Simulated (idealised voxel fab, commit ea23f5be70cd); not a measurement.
process module | voxel self aligned vias
cross-section cut | 155 nm wide | cells 5 nm
A cross-section is a grid of square cells, given in bands from the top down. A band is one or more rows of cells.
Each band's line starts with the height of the band's top and of its bottom, in nm. Then come its materials from left to right, each with its width in nm. One material with "throughout" fills the band from edge to edge. "air" is empty space.
Height 0 is the level under which the wafer as received is all one material. The lowest band goes on downwards, as in "0 down".
A width such as "30 to 40" changes by the same amount from each row of cells to the next, from the band's top row to its bottom row.
"no change" after a step means that no cell of the cross-section changed.
closed voids: empty space of 8 cells or more with no open way to the top, each as width x height at its distance from the left edge, in nm
after a step's settings: what the simulator itself notes on the step
overlay nm, on a step with a mask: how far to the right of its planned place the mask lay; to the left if negative
plan
1 op RECEIVE | material Si
2 op CONFORMAL_DEP | material SiO2 | thk nm 10
3 op CONFORMAL_DEP | material SiCN | thk nm 5
4 op DIRECTIONAL_DEP | material lowk | thk nm 25
5 op MASKED_ETCH | tone open | mask id LINES | width nm 20 | pitch nm 45 | etch materials lowk | depth nm 25 | overlay nm 0
6 op CONFORMAL_DEP | material TiN | thk nm 5
7 op FILL_DEP | material W | thk nm 5
8 op CMP | height nm 40
9 op SELECTIVE_ETCH | etch materials W Ru TiN | depth nm 5
10 op FILL_DEP | material SiN | thk nm 10
11 op CMP | height nm 40
12 op DIRECTIONAL_DEP | material lowk | thk nm 20
13 op PATTERN | tone open | mask id VIAS | material resist | width nm 30 | pitch nm 45 | thk nm 15 | overlay nm 0
14 op DIRECTIONAL_ETCH | etch materials lowk | depth nm 20
15 op DIRECTIONAL_ETCH | etch materials SiN | depth nm 5
16 op STRIP | etch materials resist
17 op CONFORMAL_DEP | material TiN | thk nm 5
18 op FILL_DEP | material W | thk nm 10
19 op CMP | height nm 60
20 op CONFORMAL_DEP | material SiN | thk nm 5
first wafer, as planned
as received, after step 1
  0 down: Si throughout
  closed voids: none
after step 2
  10 to 0: SiO2 throughout
  below 0: unchanged
after step 3
  15 to 10: SiCN throughout
  below 10: unchanged
after step 4
  40 to 15: lowk throughout
  below 15: unchanged
after step 5
  40 to 15: lowk 20 | air 20 | lowk 25 | air 20 | lowk 25 | air 20 | lowk 25
  below 15: unchanged
after step 6
  45 to 40: TiN 25 | air 10 | TiN 35 | air 10 | TiN 35 | air 10 | TiN 30
  40 to 20: lowk 20 | TiN 5 | air 10 | TiN 5 | lowk 25 | TiN 5 | air 10 | TiN 5 | lowk 25 | TiN 5 | air 10 | TiN 5 | lowk 25
  20 to 15: lowk 20 | TiN 20 | lowk 25 | TiN 20 | lowk 25 | TiN 20 | lowk 25
  below 15: unchanged
after step 7
  50 to 45: W throughout
  45 to 40: TiN 25 | W 10 | TiN 35 | W 10 | TiN 35 | W 10 | TiN 30
  40 to 20: lowk 20 | TiN 5 | W 10 | TiN 5 | lowk 25 | TiN 5 | W 10 | TiN 5 | lowk 25 | TiN 5 | W 10 | TiN 5 | lowk 25
  below 20: unchanged
after step 8
  40 to 20: lowk 20 | TiN 5 | W 10 | TiN 5 | lowk 25 | TiN 5 | W 10 | TiN 5 | lowk 25 | TiN 5 | W 10 | TiN 5 | lowk 25
  below 20: unchanged
after step 9
  40 to 35: lowk 20 | air 20 | lowk 25 | air 20 | lowk 25 | air 20 | lowk 25
  below 35: unchanged
after step 10
  50 to 40: SiN throughout
  40 to 35: lowk 20 | SiN 20 | lowk 25 | SiN 20 | lowk 25 | SiN 20 | lowk 25
  below 35: unchanged
after step 11
  40 to 35: lowk 20 | SiN 20 | lowk 25 | SiN 20 | lowk 25 | SiN 20 | lowk 25
  below 35: unchanged
after step 12
  60 to 40: lowk throughout
  below 40: unchanged
after step 13
  75 to 60: resist 15 | air 30 | resist 15 | air 30 | resist 15 | air 30 | resist 20
  below 60: unchanged
after step 14
  75 to 60: resist 15 | air 30 | resist 15 | air 30 | resist 15 | air 30 | resist 20
  60 to 40: lowk 15 | air 30 | lowk 15 | air 30 | lowk 15 | air 30 | lowk 20
  below 40: unchanged
after step 15
  75 to 60: resist 15 | air 30 | resist 15 | air 30 | resist 15 | air 30 | resist 20
  60 to 40: lowk 15 | air 30 | lowk 15 | air 30 | lowk 15 | air 30 | lowk 20
  40 to 35: lowk 20 | air 20 | lowk 25 | air 20 | lowk 25 | air 20 | lowk 25
  below 35: unchanged
after step 16
  60 to 40: lowk 15 | air 30 | lowk 15 | air 30 | lowk 15 | air 30 | lowk 20
  below 40: unchanged
after step 17
  65 to 60: TiN 20 | air 20 | TiN 25 | air 20 | TiN 25 | air 20 | TiN 25
  60 to 45: lowk 15 | TiN 5 | air 20 | TiN 5 | lowk 15 | TiN 5 | air 20 | TiN 5 | lowk 15 | TiN 5 | air 20 | TiN 5 | lowk 20
  45 to 40: lowk 15 | TiN 10 | air 10 | TiN 10 | lowk 15 | TiN 10 | air 10 | TiN 10 | lowk 15 | TiN 10 | air 10 | TiN 10 | lowk 20
  40 to 35: lowk 20 | TiN 20 | lowk 25 | TiN 20 | lowk 25 | TiN 20 | lowk 25
  below 35: unchanged
after step 18
  75 to 65: W throughout
  65 to 60: TiN 20 | W 20 | TiN 25 | W 20 | TiN 25 | W 20 | TiN 25
  60 to 45: lowk 15 | TiN 5 | W 20 | TiN 5 | lowk 15 | TiN 5 | W 20 | TiN 5 | lowk 15 | TiN 5 | W 20 | TiN 5 | lowk 20
  45 to 40: lowk 15 | TiN 10 | W 10 | TiN 10 | lowk 15 | TiN 10 | W 10 | TiN 10 | lowk 15 | TiN 10 | W 10 | TiN 10 | lowk 20
  below 40: unchanged
after step 19
  60 to 45: lowk 15 | TiN 5 | W 20 | TiN 5 | lowk 15 | TiN 5 | W 20 | TiN 5 | lowk 15 | TiN 5 | W 20 | TiN 5 | lowk 20
  below 45: unchanged
after step 20
  65 to 60: SiN throughout
  below 60: unchanged
second wafer: like start, like plan, one mistake. Through step 18 it matches the first wafer
when step 19 should have ended: no change
when step 20 should have ended
  80 to 75: SiN throughout
  below 75: unchanged
what went wrong: step 19 was left out
at the end the second wafer has, in cells: 19 more of TiN | 74 more of W
